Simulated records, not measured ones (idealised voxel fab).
The following process module bears the name voxel capacitor over wiring.
Cross-sectional view cut (width: 210 nm; square cell size: 5 nm).
If you're reading a cross-section in this doc, picture square cells in a grid; it comes to you as bands, top ones listed first down to the bottom, and a band can be one or more rows of cells. The entry gives the band's vertical extent as a top height and a bottom height in nm, then its horizontal make-up as materials from left to right, each with a width in nm. "air" stands for empty space; a single material marked "full width" fills the band edge to edge. Counting heights begins at 0, where everything beneath is, in the wafer as received, one material. The lowest band has no bottom; it goes on downwards, as "0 and below" shows. The expression "30 to 40" gives the width at the extremes of the band, the first number at its top row of cells and the second at its bottom row, with the width changing by equal amounts from each row to the next in between. Where the words "nothing got changed" appear for a step, the cross-section shows no cell changed by that step; every cell remained as before. Any empty space of 8 cells or more lacking an open way to the top shows up in "Fully sealed voids" as width x height at distance, distance from the left edge, in nm. Where a step's line continues beyond its settings, the continuation is a remark by the simulator itself on that step. overlay nm: step with mask; distance mask lay right of planned place; negative value = left of planned place.
List of planned process steps:
1. RECEIVE with material Si
2. CONFORMAL_DEP with material SiO2, thk nm 15
3. DIRECTIONAL_DEP with material TiN, thk nm 5
4. DIRECTIONAL_DEP with material W, thk nm 20
5. PATTERN with tone cover, mask id METAL_1, material resist, width nm 25, pitch nm 85, thk nm 15, overlay nm 0
6. DIRECTIONAL_ETCH with etch materials W, depth nm 20
7. DIRECTIONAL_ETCH with etch materials TiN, depth nm 5
8. STRIP with etch materials resist
9. CONFORMAL_DEP with material SiN, thk nm 5
10. FILL_DEP with material lowk, thk nm 5
11. CMP with height nm 40
12. CONFORMAL_DEP with material SiCN, thk nm 5
13. DIRECTIONAL_DEP with material lowk, thk nm 15
14. DIRECTIONAL_DEP with material aC, thk nm 15
15. PATTERN with tone open, mask id PLUG_1, material resist, width nm 15, thk nm 30, overlay nm 0
16. DIRECTIONAL_ETCH with etch materials aC, depth nm 15
17. STRIP with etch materials resist
18. DIRECTIONAL_ETCH with etch materials lowk, depth nm 15
19. DIRECTIONAL_ETCH with etch materials SiCN, depth nm 5
20. STRIP with etch materials aC
21. EPI with material Ru, thk nm 10
22. EPI with material Ru, thk nm 10
23. DIRECTIONAL_DEP with material TiN, thk nm 10
24. DIRECTIONAL_DEP with material SiN, thk nm 5
25. DIRECTIONAL_DEP with material TiN, thk nm 5
26. PATTERN with tone cover, mask id UPPER_PLATE, material resist, width nm 65, thk nm 15, overlay nm 0
27. DIRECTIONAL_ETCH with etch materials TiN, depth nm 5
28. DIRECTIONAL_ETCH with etch materials SiN, depth nm 5
29. STRIP with etch materials resist
30. PATTERN with tone cover, mask id LOWER_PLATE, material resist, width nm 75, thk nm 20, overlay nm 0
31. DIRECTIONAL_ETCH with etch materials TiN, depth nm 10
32. STRIP with etch materials resist
33. FILL_DEP with material SiO2, thk nm 15
34. CMP with height nm 90
35. DIRECTIONAL_DEP with material aC, thk nm 10
36. PATTERN with tone open, mask id PLUG_2, material resist, width nm 15, thk nm 30, overlay nm 0
37. DIRECTIONAL_ETCH with etch materials aC, depth nm 10
38. STRIP with etch materials resist
39. DIRECTIONAL_ETCH with etch materials SiO2, depth nm 10
40. STRIP with etch materials aC
41. CONFORMAL_DEP with material TiN, thk nm 5
42. FILL_DEP with material Ru, thk nm 10
43. CMP with height nm 90
44. CONFORMAL_DEP with material SiCN, thk nm 5
Step 1 complete: cross-section of the wafer as received:
	0 and below = Si full width
	Fully sealed voids: none
As-planned run: cross-section of the first of two wafers at end of module:
	95 down to 90 = SiCN full width
	90 down to 85 = 70 of SiO2 / 5 of TiN / 5 of Ru / 5 of TiN / 125 of SiO2
	85 down to 75 = 70 to 60 of SiO2 / 15 to 65 of TiN / 125 to 85 of SiO2
	75 down to 70 = 60 of SiO2 / 65 of SiN / 85 of SiO2
	70 down to 60 = 55 of SiO2 / 75 of TiN / 80 of SiO2
	60 down to 45 = 60 of lowk / 15 of Ru / 135 of lowk
	45 down to 40 = 60 of SiCN / 15 of Ru / 135 of SiCN
	40 down to 20 = 45 of lowk / 5 of SiN / 25 of W / 5 of SiN / 50 of lowk / 5 of SiN / 25 of W / 5 of SiN / 45 of lowk
	20 down to 15 = 50 of SiN / 25 of TiN / 60 of SiN / 25 of TiN / 50 of SiN
	15 down to 0 = SiO2 full width
	0 and below = Si full width
	Fully sealed voids: none
What the second wafer looks like in cross-section once the module is done. Its start and its plan matched the first wafer's exactly; what differed was one mistake in how it was run:
	95 down to 90 = SiCN full width
	90 down to 85 = 70 of SiO2 / 5 of TiN / 50 of SiN / 85 of SiO2
	85 down to 80 = 55 of SiO2 / 5 of TiN / 10 of SiO2 / 60 of TiN / 80 of SiO2
	80 down to 75 = 55 of SiO2 / 75 of TiN / 80 of SiO2
	75 down to 70 = 60 of lowk / 15 of SiN / 135 of lowk
	70 down to 60 = 60 of lowk / 15 of TiN / 135 of lowk
	60 down to 45 = lowk full width
	45 down to 40 = SiCN full width
	40 down to 20 = 45 of lowk / 5 of SiN / 25 of W / 5 of SiN / 50 of lowk / 5 of SiN / 25 of W / 5 of SiN / 45 of lowk
	20 down to 15 = 50 of SiN / 25 of TiN / 60 of SiN / 25 of TiN / 50 of SiN
	15 down to 0 = SiO2 full width
	0 and below = Si full width
	Fully sealed voids: none
Against the plan, the run slipped here: step 13 of the plan saw execution twice
Cell-count delta at end, second wafer over first, by material: Ru -13; SiCN +3; SiO2 -103; TiN -13; lowk +126
